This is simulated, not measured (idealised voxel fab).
voxel wiring stack: a process module
Xsec cut, 185 nm wide, square cell size 5 nm.
Heads up, the way a cross-section reads in here is a grid of square cells, handed over as bands from the top down, with every band being one or more rows of cells.
Band: top and bottom heights (nm) first, top before bottom; then materials from left to right, widths in nm. "everywhere" marks a sole material filling the band edge to edge. "empty" denotes empty space.
Ref level 0: as-received wafer is one material below here. Bottom band extends down with no lower bound ("top 0, no bottom").
The notation "30 to 40" denotes a width that varies across the rows of cells in the band, beginning at the first number in the top row, finishing at the second number in the bottom row, and changing by an identical amount from each row to the next.
It should be understood that the words "nothing changed", when stated for a given step, signify that the cross-section underwent no change in any of its cells during that step.
"Closed void table" specifies each empty space that is not open to the top and that occupies no fewer than 8 cells, using the form width x height at distance, the distance measured from the left edge and all three quantities in nm.
It should be noted that, on the line of a given step, the content following the step's settings is a remark produced by the simulator itself with respect to that step.
A step's line can hold "overlay nm"; with a mask on that step, the setting says how far right of the planned place the mask lay, while a negative setting says it lay to the left.
Read each pair as before and after one process step. The after cross-section shows only down to the lowest band that changed. The step between them and its settings are given below the pair. Pairs can come from different runs of this module on the same starting wafer. A pair continues from the pair above only where its "State on entry" entry says so.

-- State on entry
	top 140, bottom 110  empty 35 nm, resist 20 nm, empty 25 nm, resist 20 nm, empty 25 nm, resist 20 nm, empty 40 nm
	top 110, bottom 100  aC everywhere
	top 100, bottom 75  Ru everywhere
	top 75, bottom 70  TiN everywhere
	top 70, bottom 50  lowk 35 nm, TiN 5 nm, W 5 nm, TiN 5 nm, lowk 75 nm, TiN 5 nm, W 5 nm, TiN 5 nm, lowk 45 nm
	top 50, bottom 45  SiCN 35 nm, TiN 15 nm, SiCN 75 nm, TiN 15 nm, SiCN 45 nm
	top 45, bottom 40  SiCN 30 nm, Ru 30 nm, SiCN 15 nm, Ru 30 nm, SiCN 15 nm, Ru 30 nm, SiCN 35 nm
	top 40, bottom 35  lowk 35 nm, TiN 5 nm, Cu 10 nm, TiN 5 nm, lowk 25 nm, TiN 5 nm, Cu 10 nm, TiN 5 nm, lowk 25 nm, TiN 5 nm, Cu 10 nm, TiN 5 nm, lowk 40 nm
	top 35, bottom 30  SiN 35 nm, TiN 20 nm, SiN 25 nm, TiN 20 nm, SiN 25 nm, TiN 20 nm, SiN 40 nm
	top 30, bottom 0  SiO2 everywhere
	top 0, no bottom  Si everywhere
	Closed void table: none

-- Post-Process View
	top 130, bottom 110  empty 35 nm, resist 20 nm, empty 25 nm, resist 20 nm, empty 25 nm, resist 20 nm, empty 40 nm
	top 110, bottom 100  empty 35 nm, aC 20 nm, empty 25 nm, aC 20 nm, empty 25 nm, aC 20 nm, empty 40 nm
	Below 100, no change.
	Closed void table: none
Going from the before section above to the after section, the step was DIRECTIONAL_ETCH [etch materials aC] [depth nm 10]

State on entry: this step begins from the cross-section that the pair just above shows after its step.

-- Post-Process View
	top 110, bottom 100  empty 35 nm, aC 20 nm, empty 25 nm, aC 20 nm, empty 25 nm, aC 20 nm, empty 40 nm
	Below 100, no change.
	Closed void table: none
Going from the before section above to the after section, the step was STRIP [etch materials resist]

State on entry: this step begins from the cross-section that the pair just above shows after its step.

-- Post-Process View
	top 110, bottom 100  empty 35 nm, aC 20 nm, empty 25 nm, aC 20 nm, empty 25 nm, aC 20 nm, empty 40 nm
	top 100, bottom 75  empty 35 nm, Ru 20 nm, empty 25 nm, Ru 20 nm, empty 25 nm, Ru 20 nm, empty 40 nm
	Below 75, no change.
	Closed void table: none
Going from the before section above to the after section, the step was DIRECTIONAL_ETCH [etch materials Ru] [depth nm 25]

State on entry: this step begins from the cross-section that the pair just above shows after its step.

-- Post-Process View
	top 110, bottom 100  empty 35 nm, aC 20 nm, empty 25 nm, aC 20 nm, empty 25 nm, aC 20 nm, empty 40 nm
	top 100, bottom 75  empty 35 nm, Ru 20 nm, empty 25 nm, Ru 20 nm, empty 25 nm, Ru 20 nm, empty 40 nm
	top 75, bottom 70  empty 35 nm, TiN 20 nm, empty 25 nm, TiN 20 nm, empty 25 nm, TiN 20 nm, empty 40 nm
	Below 70, no change.
	Closed void table: none
Going from the before section above to the after section, the step was DIRECTIONAL_ETCH [etch materials TiN] [depth nm 5]

State on entry: this step begins from the cross-section that the pair just above shows after its step.

-- Post-Process View
	top 100, bottom 75  empty 35 nm, Ru 20 nm, empty 25 nm, Ru 20 nm, empty 25 nm, Ru 20 nm, empty 40 nm
	Below 75, no change.
	Closed void table: none
Going from the before section above to the after section, the step was STRIP [etch materials aC]

State on entry: this step begins from the cross-section that the pair just above shows after its step.

-- Post-Process View
	top 110, bottom 100  SiO2 everywhere
	top 100, bottom 75  SiO2 35 nm, Ru 20 nm, SiO2 25 nm, Ru 20 nm, SiO2 25 nm, Ru 20 nm, SiO2 40 nm
	top 75, bottom 70  SiO2 35 nm, TiN 20 nm, SiO2 25 nm, TiN 20 nm, SiO2 25 nm, TiN 20 nm, SiO2 40 nm
	Below 70, no change.
	Closed void table: none
Going from the before section above to the after section, the step was FILL_DEP [material SiO2] [thk nm 10]

State on entry: this step begins from the cross-section that the pair just above shows after its step.

-- Post-Process View
	top 100, bottom 75  SiO2 35 nm, Ru 20 nm, SiO2 25 nm, Ru 20 nm, SiO2 25 nm, Ru 20 nm, SiO2 40 nm
	Below 75, no change.
	Closed void table: none
Going from the before section above to the after section, the step was CMP [height nm 100]

State on entry: this step begins from the cross-section that the pair just above shows after its step.

-- Post-Process View
	top 105, bottom 100  SiCN everywhere
	Below 100, no change.
	Closed void table: none
Going from the before section above to the after section, the step was CONFORMAL_DEP [material SiCN] [thk nm 5]

-- State on entry
	top 15, bottom 0  SiO2 everywhere
	top 0, no bottom  Si everywhere
	Closed void table: none

-- Post-Process View
	top 35, bottom 15  lowk everywhere
	Below 15, no change.
	Closed void table: none
Going from the before section above to the after section, the step was DIRECTIONAL_DEP [material lowk] [thk nm 20]

State on entry: this step begins from the cross-section that the pair just above shows after its step.

-- Post-Process View
	top 40, bottom 35  SiN everywhere
	Below 35, no change.
	Closed void table: none
Going from the before section above to the after section, the step was CONFORMAL_DEP [material SiN] [thk nm 5]

State on entry: this step begins from the cross-section that the pair just above shows after its step.

-- Post-Process View
	top 60, bottom 40  resist 35 nm, empty 20 nm, resist 25 nm, empty 20 nm, resist 25 nm, empty 20 nm, resist 40 nm
	Below 40, no change.
	Closed void table: none
Going from the before section above to the after section, the step was PATTERN [tone open] [mask id METAL_1] [material resist] [width nm 20] [pitch nm 45] [thk nm 20] [overlay nm 0]

State on entry: this step begins from the cross-section that the pair just above shows after its step.

-- Post-Process View
	top 60, bottom 40  resist 35 nm, empty 20 nm, resist 25 nm, empty 20 nm, resist 25 nm, empty 20 nm, resist 40 nm
	top 40, bottom 35  SiN 35 nm, empty 20 nm, SiN 25 nm, empty 20 nm, SiN 25 nm, empty 20 nm, SiN 40 nm
	Below 35, no change.
	Closed void table: none
Going from the before section above to the after section, the step was DIRECTIONAL_ETCH [etch materials SiN] [depth nm 5]

State on entry: this step begins from the cross-section that the pair just above shows after its step.

-- Post-Process View
	top 40, bottom 35  SiN 35 nm, empty 20 nm, SiN 25 nm, empty 20 nm, SiN 25 nm, empty 20 nm, SiN 40 nm
	Below 35, no change.
	Closed void table: none
Going from the before section above to the after section, the step was STRIP [etch materials resist]

State on entry: this step begins from the cross-section that the pair just above shows after its step.

-- Post-Process View
	top 45, bottom 40  TiN 40 nm, empty 10 nm, TiN 35 nm, empty 10 nm, TiN 35 nm, empty 10 nm, TiN 45 nm
	top 40, bottom 35  SiN 35 nm, TiN 20 nm, SiN 25 nm, TiN 20 nm, SiN 25 nm, TiN 20 nm, SiN 40 nm
	Below 35, no change.
	Closed void table: none
Going from the before section above to the after section, the step was CONFORMAL_DEP [material TiN] [thk nm 5]

State on entry: this step begins from the cross-section that the pair just above shows after its step.

-- Post-Process View
	top 55, bottom 45  Cu everywhere
	top 45, bottom 40  TiN 40 nm, Cu 10 nm, TiN 35 nm, Cu 10 nm, TiN 35 nm, Cu 10 nm, TiN 45 nm
	Below 40, no change.
	Closed void table: none
Going from the before section above to the after section, the step was FILL_DEP [material Cu] [thk nm 10]

State on entry: this step begins from the cross-section that the pair just above shows after its step.

-- Post-Process View
	top 40, bottom 35  SiN 35 nm, TiN 20 nm, SiN 25 nm, TiN 20 nm, SiN 25 nm, TiN 20 nm, SiN 40 nm
	Below 35, no change.
	Closed void table: none
Going from the before section above to the after section, the step was CMP [height nm 40]

State on entry: this step begins from the cross-section that the pair just above shows after its step.

-- Post-Process View
	top 45, bottom 40  empty 30 nm, Ru 30 nm, empty 15 nm, Ru 30 nm, empty 15 nm, Ru 30 nm, empty 35 nm
	Below 40, no change.
	Closed void table: none
Going from the before section above to the after section, the step was EPI [material Ru] [thk nm 5]

State on entry: this step begins from the cross-section that the pair just above shows after its step.

-- Post-Process View
	top 50, bottom 45  SiCN everywhere
	top 45, bottom 40  SiCN 30 nm, Ru 30 nm, SiCN 15 nm, Ru 30 nm, SiCN 15 nm, Ru 30 nm, SiCN 35 nm
	Below 40, no change.
	Closed void table: none
Going from the before section above to the after section, the step was FILL_DEP [material SiCN] [thk nm 5]

State on entry: this step begins from the cross-section that the pair just above shows after its step.

-- Post-Process View
	top 70, bottom 50  lowk everywhere
	Below 50, no change.
	Closed void table: none
Going from the before section above to the after section, the step was DIRECTIONAL_DEP [material lowk] [thk nm 20]

State on entry: this step begins from the cross-section that the pair just above shows after its step.

-- Post-Process View
	top 70, bottom 50  lowk 35 nm, empty 15 nm, lowk 75 nm, empty 15 nm, lowk 45 nm
	Below 50, no change.
	Closed void table: none
Going from the before section above to the after section, the step was MASKED_ETCH [tone open] [mask id PLUG_1] [width nm 15] [pitch nm 90] [etch materials lowk] [depth nm 20] [overlay nm 0]

State on entry: this step begins from the cross-section that the pair just above shows after its step.

-- Post-Process View
	top 70, bottom 50  lowk 35 nm, empty 15 nm, lowk 75 nm, empty 15 nm, lowk 45 nm
	top 50, bottom 45  SiCN 35 nm, empty 15 nm, SiCN 75 nm, empty 15 nm, SiCN 45 nm
	Below 45, no change.
	Closed void table: none
Going from the before section above to the after section, the step was MASKED_ETCH [tone open] [mask id PLUG_1] [width nm 15] [pitch nm 90] [etch materials SiCN] [depth nm 5] [overlay nm 0]

State on entry: this step begins from the cross-section that the pair just above shows after its step.

-- Post-Process View
	top 75, bottom 70  TiN 40 nm, empty 5 nm, TiN 85 nm, empty 5 nm, TiN 50 nm
	top 70, bottom 50  lowk 35 nm, TiN 5 nm, empty 5 nm, TiN 5 nm, lowk 75 nm, TiN 5 nm, empty 5 nm, TiN 5 nm, lowk 45 nm
	top 50, bottom 45  SiCN 35 nm, TiN 15 nm, SiCN 75 nm, TiN 15 nm, SiCN 45 nm
	Below 45, no change.
	Closed void table: none
Going from the before section above to the after section, the step was CONFORMAL_DEP [material TiN] [thk nm 5]

State on entry: this step begins from the cross-section that the pair just above shows after its step.

-- Post-Process View
	top 80, bottom 75  W everywhere
	top 75, bottom 70  TiN 40 nm, W 5 nm, TiN 85 nm, W 5 nm, TiN 50 nm
	top 70, bottom 50  lowk 35 nm, TiN 5 nm, W 5 nm, TiN 5 nm, lowk 75 nm, TiN 5 nm, W 5 nm, TiN 5 nm, lowk 45 nm
	Below 50, no change.
	Closed void table: none
Going from the before section above to the after section, the step was FILL_DEP [material W] [thk nm 5]

State on entry: this step begins from the cross-section that the pair just above shows after its step.

-- Post-Process View
	top 70, bottom 50  lowk 35 nm, TiN 5 nm, W 5 nm, TiN 5 nm, lowk 75 nm, TiN 5 nm, W 5 nm, TiN 5 nm, lowk 45 nm
	Below 50, no change.
	Closed void table: none
Going from the before section above to the after section, the step was CMP [height nm 70]

State on entry: this step begins from the cross-section that the pair just above shows after its step.

-- Post-Process View
	top 75, bottom 70  TiN everywhere
	Below 70, no change.
	Closed void table: none
Going from the before section above to the after section, the step was DIRECTIONAL_DEP [material TiN] [thk nm 5]

State on entry: this step begins from the cross-section that the pair just above shows after its step.

-- Post-Process View
	top 100, bottom 75  Ru everywhere
	Below 75, no change.
	Closed void table: none
Going from the before section above to the after section, the step was DIRECTIONAL_DEP [material Ru] [thk nm 25]

State on entry: this step begins from the cross-section that the pair just above shows after its step.

-- Post-Process View
	top 110, bottom 100  aC everywhere
	Below 100, no change.
	Closed void table: none
Going from the before section above to the after section, the step was DIRECTIONAL_DEP [material aC] [thk nm 10]

State on entry: this step begins from the cross-section that the pair just above shows after its step.

-- Post-Process View
	top 140, bottom 110  empty 35 nm, resist 20 nm, empty 25 nm, resist 20 nm, empty 25 nm, resist 20 nm, empty 40 nm
	Below 110, no change.
	Closed void table: none
Going from the before section above to the after section, the step was PATTERN [tone cover] [mask id METAL_2] [material resist] [width nm 20] [pitch nm 45] [thk nm 30] [overlay nm 0]

State on entry: this step begins from the cross-section that the pair just above shows after its step.

-- Post-Process View
	top 130, bottom 110  empty 35 nm, resist 20 nm, empty 25 nm, resist 20 nm, empty 25 nm, resist 20 nm, empty 40 nm
	top 110, bottom 100  empty 35 nm, aC 20 nm, empty 25 nm, aC 20 nm, empty 25 nm, aC 20 nm, empty 40 nm
	Below 100, no change.
	Closed void table: none
Going from the before section above to the after section, the step was DIRECTIONAL_ETCH [etch materials aC] [depth nm 10]

State on entry: this step begins from the cross-section that the pair just above shows after its step.

-- Post-Process View
	top 110, bottom 100  empty 35 nm, aC 20 nm, empty 25 nm, aC 20 nm, empty 25 nm, aC 20 nm, empty 40 nm
	Below 100, no change.
	Closed void table: none
Going from the before section above to the after section, the step was STRIP [etch materials resist]

State on entry: this step begins from the cross-section that the pair just above shows after its step.

-- Post-Process View
	top 110, bottom 100  empty 35 nm, aC 20 nm, empty 25 nm, aC 20 nm, empty 25 nm, aC 20 nm, empty 40 nm
	top 100, bottom 75  empty 35 nm, Ru 20 nm, empty 25 nm, Ru 20 nm, empty 25 nm, Ru 20 nm, empty 40 nm
	Below 75, no change.
	Closed void table: none
Going from the before section above to the after section, the step was DIRECTIONAL_ETCH [etch materials Ru] [depth nm 25]

State on entry: this step begins from the cross-section that the pair just above shows after its step.

-- Post-Process View
	top 110, bottom 100  empty 35 nm, aC 20 nm, empty 25 nm, aC 20 nm, empty 25 nm, aC 20 nm, empty 40 nm
	top 100, bottom 75  empty 35 nm, Ru 20 nm, empty 25 nm, Ru 20 nm, empty 25 nm, Ru 20 nm, empty 40 nm
	top 75, bottom 70  empty 35 nm, TiN 20 nm, empty 25 nm, TiN 20 nm, empty 25 nm, TiN 20 nm, empty 40 nm
	Below 70, no change.
	Closed void table: none
Going from the before section above to the after section, the step was DIRECTIONAL_ETCH [etch materials TiN] [depth nm 5]

State on entry: this step begins from the cross-section that the pair just above shows after its step.

-- Post-Process View
	top 100, bottom 75  empty 35 nm, Ru 20 nm, empty 25 nm, Ru 20 nm, empty 25 nm, Ru 20 nm, empty 40 nm
	Below 75, no change.
	Closed void table: none
Going from the before section above to the after section, the step was STRIP [etch materials aC]

State on entry: this step begins from the cross-section that the pair just above shows after its step.

-- Post-Process View
	top 110, bottom 100  SiO2 everywhere
	top 100, bottom 75  SiO2 35 nm, Ru 20 nm, SiO2 25 nm, Ru 20 nm, SiO2 25 nm, Ru 20 nm, SiO2 40 nm
	top 75, bottom 70  SiO2 35 nm, TiN 20 nm, SiO2 25 nm, TiN 20 nm, SiO2 25 nm, TiN 20 nm, SiO2 40 nm
	Below 70, no change.
	Closed void table: none
Going from the before section above to the after section, the step was FILL_DEP [material SiO2] [thk nm 10]

State on entry: this step begins from the cross-section that the pair just above shows after its step.

-- Post-Process View
	top 100, bottom 75  SiO2 35 nm, Ru 20 nm, SiO2 25 nm, Ru 20 nm, SiO2 25 nm, Ru 20 nm, SiO2 40 nm
	Below 75, no change.
	Closed void table: none
Going from the before section above to the after section, the step was CMP [height nm 100]

State on entry: this step begins from the cross-section that the pair just above shows after its step.

-- Post-Process View
	top 105, bottom 100  SiCN everywhere
	Below 100, no change.
	Closed void table: none
Going from the before section above to the after section, the step was CONFORMAL_DEP [material SiCN] [thk nm 5]

-- State on entry
	top 0, no bottom  Si everywhere
	Closed void table: none

-- Post-Process View
	top 10, bottom 0  SiO2 everywhere
	Below 0, no change.
	Closed void table: none
Going from the before section above to the after section, the step was CONFORMAL_DEP [material SiO2] [thk nm 10]

State on entry: this step begins from the cross-section that the pair just above shows after its step.

-- Post-Process View
	top 15, bottom 10  SiN everywhere
	Below 10, no change.
	Closed void table: none
Going from the before section above to the after section, the step was CONFORMAL_DEP [material SiN] [thk nm 5]

State on entry: this step begins from the cross-section that the pair just above shows after its step.

-- Post-Process View
	top 35, bottom 15  lowk everywhere
	Below 15, no change.
	Closed void table: none
Going from the before section above to the after section, the step was DIRECTIONAL_DEP [material lowk] [thk nm 20]

State on entry: this step begins from the cross-section that the pair just above shows after its step.

-- Post-Process View
	top 55, bottom 35  resist 35 nm, empty 20 nm, resist 25 nm, empty 20 nm, resist 25 nm, empty 20 nm, resist 40 nm
	Below 35, no change.
	Closed void table: none
Going from the before section above to the after section, the step was PATTERN [tone open] [mask id METAL_1] [material resist] [width nm 20] [pitch nm 45] [thk nm 20] [overlay nm 0]

State on entry: this step begins from the cross-section that the pair just above shows after its step.

-- Post-Process View
	top 55, bottom 35  resist 35 nm, empty 20 nm, resist 25 nm, empty 20 nm, resist 25 nm, empty 20 nm, resist 40 nm
	top 35, bottom 15  lowk 35 nm, empty 20 nm, lowk 25 nm, empty 20 nm, lowk 25 nm, empty 20 nm, lowk 40 nm
	Below 15, no change.
	Closed void table: none
Going from the before section above to the after section, the step was DIRECTIONAL_ETCH [etch materials lowk] [depth nm 20]

State on entry: this step begins from the cross-section that the pair just above shows after its step.

-- Post-Process View
	top 55, bottom 35  resist 35 nm, empty 20 nm, resist 25 nm, empty 20 nm, resist 25 nm, empty 20 nm, resist 40 nm
	top 35, bottom 15  lowk 35 nm, empty 20 nm, lowk 25 nm, empty 20 nm, lowk 25 nm, empty 20 nm, lowk 40 nm
	top 15, bottom 10  SiN 35 nm, empty 20 nm, SiN 25 nm, empty 20 nm, SiN 25 nm, empty 20 nm, SiN 40 nm
	Below 10, no change.
	Closed void table: none
Going from the before section above to the after section, the step was DIRECTIONAL_ETCH [etch materials SiN] [depth nm 5]

State on entry: this step begins from the cross-section that the pair just above shows after its step.

-- Post-Process View
	top 35, bottom 15  lowk 35 nm, empty 20 nm, lowk 25 nm, empty 20 nm, lowk 25 nm, empty 20 nm, lowk 40 nm
	Below 15, no change.
	Closed void table: none
Going from the before section above to the after section, the step was STRIP [etch materials resist]

State on entry: this step begins from the cross-section that the pair just above shows after its step.

-- Post-Process View
	top 40, bottom 35  TiN 40 nm, empty 10 nm, TiN 35 nm, empty 10 nm, TiN 35 nm, empty 10 nm, TiN 45 nm
	top 35, bottom 15  lowk 35 nm, TiN 5 nm, empty 10 nm, TiN 5 nm, lowk 25 nm, TiN 5 nm, empty 10 nm, TiN 5 nm, lowk 25 nm, TiN 5 nm, empty 10 nm, TiN 5 nm, lowk 40 nm
	top 15, bottom 10  SiN 35 nm, TiN 20 nm, SiN 25 nm, TiN 20 nm, SiN 25 nm, TiN 20 nm, SiN 40 nm
	Below 10, no change.
	Closed void table: none
Going from the before section above to the after section, the step was CONFORMAL_DEP [material TiN] [thk nm 5]

State on entry: this step begins from the cross-section that the pair just above shows after its step.

-- Post-Process View
	top 50, bottom 40  Cu everywhere
	top 40, bottom 35  TiN 40 nm, Cu 10 nm, TiN 35 nm, Cu 10 nm, TiN 35 nm, Cu 10 nm, TiN 45 nm
	top 35, bottom 15  lowk 35 nm, TiN 5 nm, Cu 10 nm, TiN 5 nm, lowk 25 nm, TiN 5 nm, Cu 10 nm, TiN 5 nm, lowk 25 nm, TiN 5 nm, Cu 10 nm, TiN 5 nm, lowk 40 nm
	Below 15, no change.
	Closed void table: none
Going from the before section above to the after section, the step was FILL_DEP [material Cu] [thk nm 10]

State on entry: this step begins from the cross-section that the pair just above shows after its step.

-- Post-Process View
	top 40, bottom 35  TiN 40 nm, Cu 10 nm, TiN 35 nm, Cu 10 nm, TiN 35 nm, Cu 10 nm, TiN 45 nm
	Below 35, no change.
	Closed void table: none
Going from the before section above to the after section, the step was CMP [height nm 40]

State on entry: this step begins from the cross-section that the pair just above shows after its step.

-- Post-Process View
	top 45, bottom 40  Ru everywhere
	Below 40, no change.
	Closed void table: none
Going from the before section above to the after section, the step was EPI [material Ru] [thk nm 5]

State on entry: this step begins from the cross-section that the pair just above shows after its step.

-- Post-Process View
	top 50, bottom 45  SiCN everywhere
	Below 45, no change.
	Closed void table: none
Going from the before section above to the after section, the step was FILL_DEP [material SiCN] [thk nm 5]

State on entry: this step begins from the cross-section that the pair just above shows after its step.

-- Post-Process View
	top 70, bottom 50  lowk everywhere
	Below 50, no change.
	Closed void table: none
Going from the before section above to the after section, the step was DIRECTIONAL_DEP [material lowk] [thk nm 20]

State on entry: this step begins from the cross-section that the pair just above shows after its step.

-- Post-Process View
	top 70, bottom 50  lowk 35 nm, empty 15 nm, lowk 75 nm, empty 15 nm, lowk 45 nm
	Below 50, no change.
	Closed void table: none
Going from the before section above to the after section, the step was MASKED_ETCH [tone open] [mask id PLUG_1] [width nm 15] [pitch nm 90] [etch materials lowk] [depth nm 20] [overlay nm 0]

State on entry: this step begins from the cross-section that the pair just above shows after its step.

-- Post-Process View
	top 70, bottom 50  lowk 35 nm, empty 15 nm, lowk 75 nm, empty 15 nm, lowk 45 nm
	top 50, bottom 45  SiCN 35 nm, empty 15 nm, SiCN 75 nm, empty 15 nm, SiCN 45 nm
	Below 45, no change.
	Closed void table: none
Going from the before section above to the after section, the step was MASKED_ETCH [tone open] [mask id PLUG_1] [width nm 15] [pitch nm 90] [etch materials SiCN] [depth nm 5] [overlay nm 0]

State on entry: this step begins from the cross-section that the pair just above shows after its step.

-- Post-Process View
	top 75, bottom 70  TiN 40 nm, empty 5 nm, TiN 85 nm, empty 5 nm, TiN 50 nm
	top 70, bottom 50  lowk 35 nm, TiN 5 nm, empty 5 nm, TiN 5 nm, lowk 75 nm, TiN 5 nm, empty 5 nm, TiN 5 nm, lowk 45 nm
	top 50, bottom 45  SiCN 35 nm, TiN 15 nm, SiCN 75 nm, TiN 15 nm, SiCN 45 nm
	Below 45, no change.
	Closed void table: none
Going from the before section above to the after section, the step was CONFORMAL_DEP [material TiN] [thk nm 5]

State on entry: this step begins from the cross-section that the pair just above shows after its step.

-- Post-Process View
	top 80, bottom 75  W everywhere
	top 75, bottom 70  TiN 40 nm, W 5 nm, TiN 85 nm, W 5 nm, TiN 50 nm
	top 70, bottom 50  lowk 35 nm, TiN 5 nm, W 5 nm, TiN 5 nm, lowk 75 nm, TiN 5 nm, W 5 nm, TiN 5 nm, lowk 45 nm
	Below 50, no change.
	Closed void table: none
Going from the before section above to the after section, the step was FILL_DEP [material W] [thk nm 5]

State on entry: this step begins from the cross-section that the pair just above shows after its step.

-- Post-Process View
	top 70, bottom 50  lowk 35 nm, TiN 5 nm, W 5 nm, TiN 5 nm, lowk 75 nm, TiN 5 nm, W 5 nm, TiN 5 nm, lowk 45 nm
	Below 50, no change.
	Closed void table: none
Going from the before section above to the after section, the step was CMP [height nm 70]

State on entry: this step begins from the cross-section that the pair just above shows after its step.

-- Post-Process View
	top 75, bottom 70  TiN everywhere
	Below 70, no change.
	Closed void table: none
Going from the before section above to the after section, the step was DIRECTIONAL_DEP [material TiN] [thk nm 5]

State on entry: this step begins from the cross-section that the pair just above shows after its step.

-- Post-Process View
	top 100, bottom 75  Ru everywhere
	Below 75, no change.
	Closed void table: none
Going from the before section above to the after section, the step was DIRECTIONAL_DEP [material Ru] [thk nm 25]

State on entry: this step begins from the cross-section that the pair just above shows after its step.

-- Post-Process View
	top 110, bottom 100  aC everywhere
	Below 100, no change.
	Closed void table: none
Going from the before section above to the after section, the step was DIRECTIONAL_DEP [material aC] [thk nm 10]

State on entry: this step begins from the cross-section that the pair just above shows after its step.

-- Post-Process View
	top 140, bottom 110  empty 35 nm, resist 20 nm, empty 25 nm, resist 20 nm, empty 25 nm, resist 20 nm, empty 40 nm
	Below 110, no change.
	Closed void table: none
Going from the before section above to the after section, the step was PATTERN [tone cover] [mask id METAL_2] [material resist] [width nm 20] [pitch nm 45] [thk nm 30] [overlay nm 0]

State on entry: this step begins from the cross-section that the pair just above shows after its step.

-- Post-Process View
	top 130, bottom 110  empty 35 nm, resist 20 nm, empty 25 nm, resist 20 nm, empty 25 nm, resist 20 nm, empty 40 nm
	top 110, bottom 100  empty 35 nm, aC 20 nm, empty 25 nm, aC 20 nm, empty 25 nm, aC 20 nm, empty 40 nm
	Below 100, no change.
	Closed void table: none
Going from the before section above to the after section, the step was DIRECTIONAL_ETCH [etch materials aC] [depth nm 10]

State on entry: this step begins from the cross-section that the pair just above shows after its step.

-- Post-Process View
	top 110, bottom 100  empty 35 nm, aC 20 nm, empty 25 nm, aC 20 nm, empty 25 nm, aC 20 nm, empty 40 nm
	Below 100, no change.
	Closed void table: none
Going from the before section above to the after section, the step was STRIP [etch materials resist]

State on entry: this step begins from the cross-section that the pair just above shows after its step.

-- Post-Process View
	top 110, bottom 100  empty 35 nm, aC 20 nm, empty 25 nm, aC 20 nm, empty 25 nm, aC 20 nm, empty 40 nm
	top 100, bottom 75  empty 35 nm, Ru 20 nm, empty 25 nm, Ru 20 nm, empty 25 nm, Ru 20 nm, empty 40 nm
	Below 75, no change.
	Closed void table: none
Going from the before section above to the after section, the step was DIRECTIONAL_ETCH [etch materials Ru] [depth nm 25]

State on entry: this step begins from the cross-section that the pair just above shows after its step.

-- Post-Process View
	top 110, bottom 100  empty 35 nm, aC 20 nm, empty 25 nm, aC 20 nm, empty 25 nm, aC 20 nm, empty 40 nm
	top 100, bottom 75  empty 35 nm, Ru 20 nm, empty 25 nm, Ru 20 nm, empty 25 nm, Ru 20 nm, empty 40 nm
	top 75, bottom 70  empty 35 nm, TiN 20 nm, empty 25 nm, TiN 20 nm, empty 25 nm, TiN 20 nm, empty 40 nm
	Below 70, no change.
	Closed void table: none
Going from the before section above to the after section, the step was DIRECTIONAL_ETCH [etch materials TiN] [depth nm 5]

State on entry: this step begins from the cross-section that the pair just above shows after its step.

-- Post-Process View
	top 100, bottom 75  empty 35 nm, Ru 20 nm, empty 25 nm, Ru 20 nm, empty 25 nm, Ru 20 nm, empty 40 nm
	Below 75, no change.
	Closed void table: none
Going from the before section above to the after section, the step was STRIP [etch materials aC]

State on entry: this step begins from the cross-section that the pair just above shows after its step.

-- Post-Process View
	top 110, bottom 100  SiO2 everywhere
	top 100, bottom 75  SiO2 35 nm, Ru 20 nm, SiO2 25 nm, Ru 20 nm, SiO2 25 nm, Ru 20 nm, SiO2 40 nm
	top 75, bottom 70  SiO2 35 nm, TiN 20 nm, SiO2 25 nm, TiN 20 nm, SiO2 25 nm, TiN 20 nm, SiO2 40 nm
	Below 70, no change.
	Closed void table: none
Going from the before section above to the after section, the step was FILL_DEP [material SiO2] [thk nm 10]

State on entry: this step begins from the cross-section that the pair just above shows after its step.

-- Post-Process View
	top 100, bottom 75  SiO2 35 nm, Ru 20 nm, SiO2 25 nm, Ru 20 nm, SiO2 25 nm, Ru 20 nm, SiO2 40 nm
	Below 75, no change.
	Closed void table: none
Going from the before section above to the after section, the step was CMP [height nm 100]

State on entry: this step begins from the cross-section that the pair just above shows after its step.

-- Post-Process View
	top 105, bottom 100  SiCN everywhere
	Below 100, no change.
	Closed void table: none
Going from the before section above to the after section, the step was CONFORMAL_DEP [material SiCN] [thk nm 5]

-- State on entry
	top 40, bottom 20  lowk everywhere
	top 20, bottom 15  SiN everywhere
	top 15, bottom 0  SiO2 everywhere
	top 0, no bottom  Si everywhere
	Closed void table: none

-- Post-Process View
	top 60, bottom 40  resist 30 nm, empty 30 nm, resist 15 nm, empty 30 nm, resist 15 nm, empty 30 nm, resist 35 nm
	Below 40, no change.
	Closed void table: none
Going from the before section above to the after section, the step was PATTERN [tone open] [mask id METAL_1] [material resist] [width nm 30] [pitch nm 45] [thk nm 20] [overlay nm 0]

State on entry: this step begins from the cross-section that the pair just above shows after its step.

-- Post-Process View
	top 60, bottom 40  resist 30 nm, empty 30 nm, resist 15 nm, empty 30 nm, resist 15 nm, empty 30 nm, resist 35 nm
	top 40, bottom 20  lowk 30 nm, empty 30 nm, lowk 15 nm, empty 30 nm, lowk 15 nm, empty 30 nm, lowk 35 nm
	Below 20, no change.
	Closed void table: none
Going from the before section above to the after section, the step was DIRECTIONAL_ETCH [etch materials lowk] [depth nm 20]

State on entry: this step begins from the cross-section that the pair just above shows after its step.

-- Post-Process View
	top 60, bottom 40  resist 30 nm, empty 30 nm, resist 15 nm, empty 30 nm, resist 15 nm, empty 30 nm, resist 35 nm
	top 40, bottom 20  lowk 30 nm, empty 30 nm, lowk 15 nm, empty 30 nm, lowk 15 nm, empty 30 nm, lowk 35 nm
	top 20, bottom 15  SiN 30 nm, empty 30 nm, SiN 15 nm, empty 30 nm, SiN 15 nm, empty 30 nm, SiN 35 nm
	Below 15, no change.
	Closed void table: none
Going from the before section above to the after section, the step was DIRECTIONAL_ETCH [etch materials SiN] [depth nm 5]

State on entry: this step begins from the cross-section that the pair just above shows after its step.

-- Post-Process View
	top 40, bottom 20  lowk 30 nm, empty 30 nm, lowk 15 nm, empty 30 nm, lowk 15 nm, empty 30 nm, lowk 35 nm
	Below 20, no change.
	Closed void table: none
Going from the before section above to the after section, the step was STRIP [etch materials resist]

State on entry: this step begins from the cross-section that the pair just above shows after its step.

-- Post-Process View
	top 45, bottom 40  TiN 35 nm, empty 20 nm, TiN 25 nm, empty 20 nm, TiN 25 nm, empty 20 nm, TiN 40 nm
	top 40, bottom 20  lowk 30 nm, TiN 5 nm, empty 20 nm, TiN 5 nm, lowk 15 nm, TiN 5 nm, empty 20 nm, TiN 5 nm, lowk 15 nm, TiN 5 nm, empty 20 nm, TiN 5 nm, lowk 35 nm
	top 20, bottom 15  SiN 30 nm, TiN 30 nm, SiN 15 nm, TiN 30 nm, SiN 15 nm, TiN 30 nm, SiN 35 nm
	Below 15, no change.
	Closed void table: none
Going from the before section above to the after section, the step was CONFORMAL_DEP [material TiN] [thk nm 5]
